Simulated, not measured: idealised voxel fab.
process module | voxel double patterning
cross-section cut | 210 nm wide | cells 5 nm
A cross-section is a grid of square cells, given in bands from the top down. A band is one or more rows of cells.
Each band's line starts with the height of the band's top and of its bottom, in nm. Then come its materials from left to right, each with its width in nm. One material with "throughout" fills the band from edge to edge. "air" is empty space.
Height 0 is the level under which the wafer as received is all one material. The lowest band goes on downwards, as in "0 down".
A width such as "30 to 40" changes by the same amount from each row of cells to the next, from the band's top row to its bottom row.
"no change" after a step means that no cell of the cross-section changed.
closed voids: empty space of 8 cells or more with no open way to the top, each as width x height at its distance from the left edge, in nm
after a step's settings: what the simulator itself notes on the step
overlay nm, on a step with a mask: how far to the right of its planned place the mask lay; to the left if negative
plan
1 op RECEIVE | material Si
2 op CONFORMAL_DEP | material SiO2 | thk nm 5
3 op DIRECTIONAL_DEP | material polySi | thk nm 15
4 op DIRECTIONAL_DEP | material SiN | thk nm 10
5 op PATTERN | tone open | mask id FIRST | material resist | width nm 15 | pitch nm 50 | thk nm 15 | overlay nm 0
6 op DIRECTIONAL_ETCH | etch materials SiN | depth nm 10
7 op STRIP | etch materials resist
8 op MASKED_ETCH | tone open | mask id SECOND | width nm 15 | etch materials SiN | depth nm 10 | overlay nm 0
9 op DIRECTIONAL_ETCH | etch materials polySi | depth nm 15
10 op STRIP | etch materials SiN
varied across the wafers: thk nm of step 2. The plan shows the first wafer's value. All wafers start alike
first wafer as received, after step 1
  0 down: Si throughout
  closed voids: none
first wafer at the end, after step 10
  20 to 5: polySi 70 | air 15 | polySi 10 | air 15 | polySi 10 | air 15 | polySi 75
  5 to 0: SiO2 throughout
  0 down: Si throughout
  closed voids: none
last wafer at the end
  35 to 20: polySi 70 | air 15 | polySi 10 | air 15 | polySi 10 | air 15 | polySi 75
  20 to 0: SiO2 throughout
  0 down: Si throughout
  closed voids: none
each wafer at the end: cells of each material gained (+) or lost (-) since it was received, then its closed voids
thk nm 5 | +42 SiO2 | +99 polySi | closed voids: none
thk nm 10 | +84 SiO2 | +99 polySi | closed voids: none
thk nm 15 | +126 SiO2 | +99 polySi | closed voids: none
thk nm 20 | +168 SiO2 | +99 polySi | closed voids: none
